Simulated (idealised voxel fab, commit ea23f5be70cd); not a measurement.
You're looking at the process module voxel double patterning.
Section shown: cut. Width: 260 nm. Cell size: 5 nm, square.
When this document writes out a cross-section, it uses a grid of square cells and lists it as bands, beginning at the top and moving down, with a band standing for one or more rows of cells.
In this notation a band is specified by the heights of its top and bottom, in that order and in nm, after which its materials appear from left to right, each paired with its width in nm. The word "full width" attached to a single material means that material fills the band from edge to edge; the word "empty" stands for empty space.
Convention: height 0 is the level below which the wafer, as received, is all one material. The lowest band does not terminate at the bottom but continues downward, represented as "from 0 down".
Width: "30->40" (first number = top row, second number = bottom row, same change from row to row of cells).
For the purposes of this document, the phrase "no change" attached to a step denotes that no cell within the cross-section was modified by that step.
For the entry "Sealed void inventory", the listed items are empty spaces with no open way to the top whose size is 8 cells or more; each item follows the pattern width x height at distance, where distance is from the left edge and all three are in nm.
Post-settings text on a step line: simulator's own remark regarding the step.
What "overlay nm" on a step's line means: if the step has a mask, that mask lay this far to the right of its planned place, or, when the value is negative, to the left.

-- Process steps (planned)
1) RECEIVE,material Si
2) CONFORMAL_DEP,material SiN,thk nm 5
3) DIRECTIONAL_DEP,material SiO2,thk nm 15
4) DIRECTIONAL_DEP,material SiCN,thk nm 10
5) MASKED_ETCH,tone open,mask id FIRST,width nm 15,pitch nm 50,etch materials SiCN,depth nm 10,overlay nm 0
6) DIRECTIONAL_DEP,material aC,thk nm 15
7) PATTERN,tone open,mask id SECOND,material resist,width nm 15,pitch nm 50,thk nm 35,overlay nm 0
8) DIRECTIONAL_ETCH,etch materials aC,depth nm 15
9) STRIP,etch materials resist
10) DIRECTIONAL_ETCH,etch materials SiCN,depth nm 10
11) STRIP,etch materials aC
12) DIRECTIONAL_ETCH,etch materials SiO2,depth nm 15
13) STRIP,etch materials SiCN

-- Step 1 complete: cross-section of the wafer as received
- from 0 down  Si full width
- Sealed void inventory: none

-- Figure: cross-sectional view of the wafer upon completion of the module, processed from the initial state and according to the plan depicted above, with one error introduced during execution
- from 20 to 15  SiN full width
- from 15 to 0  SiO2 full width
- from 0 down  Si full width
- Sealed void inventory: none
Diagnosis: steps 2 and 3 got flipped, so each one ran where the other should have
